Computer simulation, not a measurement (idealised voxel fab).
The name of this process module is voxel self aligned contacts.
Each square cell in cross-section cut measures 5 nm, and the section as a whole is 230 nm wide.
Each cross-section below is a grid of square cells, stated as bands in top-down order, with one or more rows of cells making up each band.
Per band: top height and bottom height in nm, followed by the left-to-right materials and their widths in nm; "edge to edge" marks a single material spanning edge to edge, "blank" marks empty space.
Note: height 0 marks the level under which the wafer is uniformly one material as received. Lowest band unbounded below, written "z 0 and below".
Quick explanation for "30..40": the width changes in equal steps down the rows of cells, from the first number in the band's top row to the second number in its bottom row.
Basically "everything unchanged" means that step didn't change any cell in the cross-section.
The entry "Non-vented voids" lists the empty spaces that cover at least 8 cells and have no open path to the top. Each is written as width x height at distance, where the distance is measured from the left edge and all three values are in nm.
It should be noted that, on the line of a given step, the content following the step's settings is a remark produced by the simulator itself with respect to that step.
For masked steps, "overlay nm" on the step line gives how far right of plan the mask actually lay; a minus sign means it lay to the left.
[The planned process steps are enumerated hereunder]
1,RECEIVE,material Si
2,OXIDIZE,depth nm 5
3,DIRECTIONAL_DEP,material polySi,thk nm 25
4,DIRECTIONAL_DEP,material SiN,thk nm 15
5,MASKED_ETCH,tone cover,mask id GATE,width nm 30,pitch nm 65,etch materials SiN,depth nm 15,overlay nm 0
6,MASKED_ETCH,tone cover,mask id GATE,width nm 30,pitch nm 65,etch materials polySi,depth nm 25,overlay nm 0
7,CONFORMAL_DEP,material SiN,thk nm 5
8,DIRECTIONAL_ETCH,etch materials SiN,depth nm 5
9,FILL_DEP,material SiO2,thk nm 20
10,CMP,height nm 50
11,MASKED_ETCH,tone open,mask id CONTACT,width nm 45,pitch nm 65,etch materials SiO2,depth nm 55,overlay nm 0
12,CONFORMAL_DEP,material TiN,thk nm 5
13,FILL_DEP,material Ru,thk nm 5
14,CMP,height nm 50
15,CONFORMAL_DEP,material SiCN,thk nm 5
[The first wafer of two, processed as planned]
[Cross-sectional view of the wafer in its as-received condition, corresponding to the state after step 1]
- z 0 and below | Si edge to edge
- Non-vented voids: none
[Step 2 done - wafer cross-section]
- z 0 to -5 | SiO2 edge to edge
- Nothing below the height -5 has changed.
[Step 3 done - wafer cross-section]
- z 25 to 0 | polySi edge to edge
- Nothing below the height 0 has changed.
[Step 4 done - wafer cross-section]
- z 40 to 25 | SiN edge to edge
- Nothing below the height 25 has changed.
[Step 5 done - wafer cross-section]
- z 40 to 25 | blank: 35, then SiN: 30, then blank: 35, then SiN: 30, then blank: 35, then SiN: 30, then blank: 35
- Nothing below the height 25 has changed.
[Step 6 done - wafer cross-section]
- z 40 to 25 | blank: 35, then SiN: 30, then blank: 35, then SiN: 30, then blank: 35, then SiN: 30, then blank: 35
- z 25 to 0 | blank: 35, then polySi: 30, then blank: 35, then polySi: 30, then blank: 35, then polySi: 30, then blank: 35
- Nothing below the height 0 has changed.
[Step 7 done - wafer cross-section]
- z 45 to 25 | blank: 30, then SiN: 40, then blank: 25, then SiN: 40, then blank: 25, then SiN: 40, then blank: 30
- z 25 to 5 | blank: 30, then SiN: 5, then polySi: 30, then SiN: 5, then blank: 25, then SiN: 5, then polySi: 30, then SiN: 5, then blank: 25, then SiN: 5, then polySi: 30, then SiN: 5, then blank: 30
- z 5 to 0 | SiN: 35, then polySi: 30, then SiN: 35, then polySi: 30, then SiN: 35, then polySi: 30, then SiN: 35
- Nothing below the height 0 has changed.
[Step 8 done - wafer cross-section]
- z 40 to 25 | blank: 30, then SiN: 40, then blank: 25, then SiN: 40, then blank: 25, then SiN: 40, then blank: 30
- z 25 to 0 | blank: 30, then SiN: 5, then polySi: 30, then SiN: 5, then blank: 25, then SiN: 5, then polySi: 30, then SiN: 5, then blank: 25, then SiN: 5, then polySi: 30, then SiN: 5, then blank: 30
- Nothing below the height 0 has changed.
[Step 9 done - wafer cross-section]
- z 60 to 40 | SiO2 edge to edge
- z 40 to 25 | SiO2: 30, then SiN: 40, then SiO2: 25, then SiN: 40, then SiO2: 25, then SiN: 40, then SiO2: 30
- z 25 to 0 | SiO2: 30, then SiN: 5, then polySi: 30, then SiN: 5, then SiO2: 25, then SiN: 5, then polySi: 30, then SiN: 5, then SiO2: 25, then SiN: 5, then polySi: 30, then SiN: 5, then SiO2: 30
- Nothing below the height 0 has changed.
[Step 10 done - wafer cross-section]
- z 50 to 40 | SiO2 edge to edge
- Nothing below the height 40 has changed.
[Step 11 done - wafer cross-section]
- z 50 to 40 | SiO2: 60, then blank: 45, then SiO2: 20, then blank: 45, then SiO2: 60
- z 40 to 25 | SiO2: 30, then SiN: 40, then blank: 25, then SiN: 40, then blank: 25, then SiN: 40, then SiO2: 30
- z 25 to 0 | SiO2: 30, then SiN: 5, then polySi: 30, then SiN: 5, then blank: 25, then SiN: 5, then polySi: 30, then SiN: 5, then blank: 25, then SiN: 5, then polySi: 30, then SiN: 5, then SiO2: 30
- z 0 to -5 | SiO2: 70, then blank: 25, then SiO2: 40, then blank: 25, then SiO2: 70
- Nothing below the height -5 has changed.
[Step 12 done - wafer cross-section]
- z 55 to 50 | TiN: 65, then blank: 35, then TiN: 30, then blank: 35, then TiN: 65
- z 50 to 40 | SiO2: 60, then TiN: 5..15, then blank: 35..15, then TiN: 5..15, then SiO2: 20, then TiN: 5..15, then blank: 35..15, then TiN: 5..15, then SiO2: 60
- z 40 to 25 | SiO2: 30, then SiN: 40, then TiN: 5, then blank: 15, then TiN: 5, then SiN: 40, then TiN: 5, then blank: 15, then TiN: 5, then SiN: 40, then SiO2: 30
- z 25 to 0 | SiO2: 30, then SiN: 5, then polySi: 30, then SiN: 5, then TiN: 5, then blank: 15, then TiN: 5, then SiN: 5, then polySi: 30, then SiN: 5, then TiN: 5, then blank: 15, then TiN: 5, then SiN: 5, then polySi: 30, then SiN: 5, then SiO2: 30
- z 0 to -5 | SiO2: 70, then TiN: 25, then SiO2: 40, then TiN: 25, then SiO2: 70
- Nothing below the height -5 has changed.
[Step 13 done - wafer cross-section]
- z 60 to 55 | Ru edge to edge
- z 55 to 50 | TiN: 65, then Ru: 35, then TiN: 30, then Ru: 35, then TiN: 65
- z 50 to 40 | SiO2: 60, then TiN: 5..15, then Ru: 35..15, then TiN: 5..15, then SiO2: 20, then TiN: 5..15, then Ru: 35..15, then TiN: 5..15, then SiO2: 60
- z 40 to 25 | SiO2: 30, then SiN: 40, then TiN: 5, then Ru: 15, then TiN: 5, then SiN: 40, then TiN: 5, then Ru: 15, then TiN: 5, then SiN: 40, then SiO2: 30
- z 25 to 0 | SiO2: 30, then SiN: 5, then polySi: 30, then SiN: 5, then TiN: 5, then Ru: 15, then TiN: 5, then SiN: 5, then polySi: 30, then SiN: 5, then TiN: 5, then Ru: 15, then TiN: 5, then SiN: 5, then polySi: 30, then SiN: 5, then SiO2: 30
- Nothing below the height 0 has changed.
[Step 14 done - wafer cross-section]
- z 50 to 40 | SiO2: 60, then TiN: 5..15, then Ru: 35..15, then TiN: 5..15, then SiO2: 20, then TiN: 5..15, then Ru: 35..15, then TiN: 5..15, then SiO2: 60
- Nothing below the height 40 has changed.
[Step 15 done - wafer cross-section]
- z 55 to 50 | SiCN edge to edge
- Nothing below the height 50 has changed.
[Wafer two. Same start, same plan, one slip in execution. Same as wafer one through step 1, inclusive]
Cross-section: second wafer, time at which step 2 was scheduled to end: everything unchanged
[Cross-section: second wafer, time at which step 3 was scheduled to end]
- z 25 to 0 | polySi edge to edge
- Nothing below the height 0 has changed.
[Cross-section: second wafer, time at which step 4 was scheduled to end]
- z 40 to 25 | SiN edge to edge
- Nothing below the height 25 has changed.
[Cross-section: second wafer, time at which step 5 was scheduled to end]
- z 40 to 25 | blank: 35, then SiN: 30, then blank: 35, then SiN: 30, then blank: 35, then SiN: 30, then blank: 35
- Nothing below the height 25 has changed.
[Cross-section: second wafer, time at which step 6 was scheduled to end]
- z 40 to 25 | blank: 35, then SiN: 30, then blank: 35, then SiN: 30, then blank: 35, then SiN: 30, then blank: 35
- z 25 to 0 | blank: 35, then polySi: 30, then blank: 35, then polySi: 30, then blank: 35, then polySi: 30, then blank: 35
- Nothing below the height 0 has changed.
[Cross-section: second wafer, time at which step 7 was scheduled to end]
- z 45 to 25 | blank: 30, then SiN: 40, then blank: 25, then SiN: 40, then blank: 25, then SiN: 40, then blank: 30
- z 25 to 5 | blank: 30, then SiN: 5, then polySi: 30, then SiN: 5, then blank: 25, then SiN: 5, then polySi: 30, then SiN: 5, then blank: 25, then SiN: 5, then polySi: 30, then SiN: 5, then blank: 30
- z 5 to 0 | SiN: 35, then polySi: 30, then SiN: 35, then polySi: 30, then SiN: 35, then polySi: 30, then SiN: 35
- Nothing below the height 0 has changed.
[Cross-section: second wafer, time at which step 8 was scheduled to end]
- z 40 to 25 | blank: 30, then SiN: 40, then blank: 25, then SiN: 40, then blank: 25, then SiN: 40, then blank: 30
- z 25 to 0 | blank: 30, then SiN: 5, then polySi: 30, then SiN: 5, then blank: 25, then SiN: 5, then polySi: 30, then SiN: 5, then blank: 25, then SiN: 5, then polySi: 30, then SiN: 5, then blank: 30
- Nothing below the height 0 has changed.
[Cross-section: second wafer, time at which step 9 was scheduled to end]
- z 60 to 40 | SiO2 edge to edge
- z 40 to 25 | SiO2: 30, then SiN: 40, then SiO2: 25, then SiN: 40, then SiO2: 25, then SiN: 40, then SiO2: 30
- z 25 to 0 | SiO2: 30, then SiN: 5, then polySi: 30, then SiN: 5, then SiO2: 25, then SiN: 5, then polySi: 30, then SiN: 5, then SiO2: 25, then SiN: 5, then polySi: 30, then SiN: 5, then SiO2: 30
- Nothing below the height 0 has changed.
[Cross-section: second wafer, time at which step 10 was scheduled to end]
- z 50 to 40 | SiO2 edge to edge
- Nothing below the height 40 has changed.
[Cross-section: second wafer, time at which step 11 was scheduled to end]
- z 50 to 40 | SiO2: 60, then blank: 45, then SiO2: 20, then blank: 45, then SiO2: 60
- z 40 to 25 | SiO2: 30, then SiN: 40, then blank: 25, then SiN: 40, then blank: 25, then SiN: 40, then SiO2: 30
- z 25 to 0 | SiO2: 30, then SiN: 5, then polySi: 30, then SiN: 5, then blank: 25, then SiN: 5, then polySi: 30, then SiN: 5, then blank: 25, then SiN: 5, then polySi: 30, then SiN: 5, then SiO2: 30
- Nothing below the height 0 has changed.
[Cross-section: second wafer, time at which step 12 was scheduled to end]
- z 55 to 50 | TiN: 65, then blank: 35, then TiN: 30, then blank: 35, then TiN: 65
- z 50 to 40 | SiO2: 60, then TiN: 5..15, then blank: 35..15, then TiN: 5..15, then SiO2: 20, then TiN: 5..15, then blank: 35..15, then TiN: 5..15, then SiO2: 60
- z 40 to 25 | SiO2: 30, then SiN: 40, then TiN: 5, then blank: 15, then TiN: 5, then SiN: 40, then TiN: 5, then blank: 15, then TiN: 5, then SiN: 40, then SiO2: 30
- z 25 to 5 | SiO2: 30, then SiN: 5, then polySi: 30, then SiN: 5, then TiN: 5, then blank: 15, then TiN: 5, then SiN: 5, then polySi: 30, then SiN: 5, then TiN: 5, then blank: 15, then TiN: 5, then SiN: 5, then polySi: 30, then SiN: 5, then SiO2: 30
- z 5 to 0 | SiO2: 30, then SiN: 5, then polySi: 30, then SiN: 5, then TiN: 25, then SiN: 5, then polySi: 30, then SiN: 5, then TiN: 25, then SiN: 5, then polySi: 30, then SiN: 5, then SiO2: 30
- Nothing below the height 0 has changed.
[Cross-section: second wafer, time at which step 13 was scheduled to end]
- z 60 to 55 | Ru edge to edge
- z 55 to 50 | TiN: 65, then Ru: 35, then TiN: 30, then Ru: 35, then TiN: 65
- z 50 to 40 | SiO2: 60, then TiN: 5..15, then Ru: 35..15, then TiN: 5..15, then SiO2: 20, then TiN: 5..15, then Ru: 35..15, then TiN: 5..15, then SiO2: 60
- z 40 to 25 | SiO2: 30, then SiN: 40, then TiN: 5, then Ru: 15, then TiN: 5, then SiN: 40, then TiN: 5, then Ru: 15, then TiN: 5, then SiN: 40, then SiO2: 30
- z 25 to 5 | SiO2: 30, then SiN: 5, then polySi: 30, then SiN: 5, then TiN: 5, then Ru: 15, then TiN: 5, then SiN: 5, then polySi: 30, then SiN: 5, then TiN: 5, then Ru: 15, then TiN: 5, then SiN: 5, then polySi: 30, then SiN: 5, then SiO2: 30
- Nothing below the height 5 has changed.
[Cross-section: second wafer, time at which step 14 was scheduled to end]
- z 50 to 40 | SiO2: 60, then TiN: 5..15, then Ru: 35..15, then TiN: 5..15, then SiO2: 20, then TiN: 5..15, then Ru: 35..15, then TiN: 5..15, then SiO2: 60
- Nothing below the height 40 has changed.
[Cross-section: second wafer, time at which step 15 was scheduled to end]
- z 55 to 50 | SiCN edge to edge
- Nothing below the height 50 has changed.
Want to know what went wrong? it should be noted that step 2 of the plan was omitted and was not performed
Final wafer comparison in cells, second versus first, more or fewer per material: Ru -6; Si +46; SiO2 -36; TiN -4
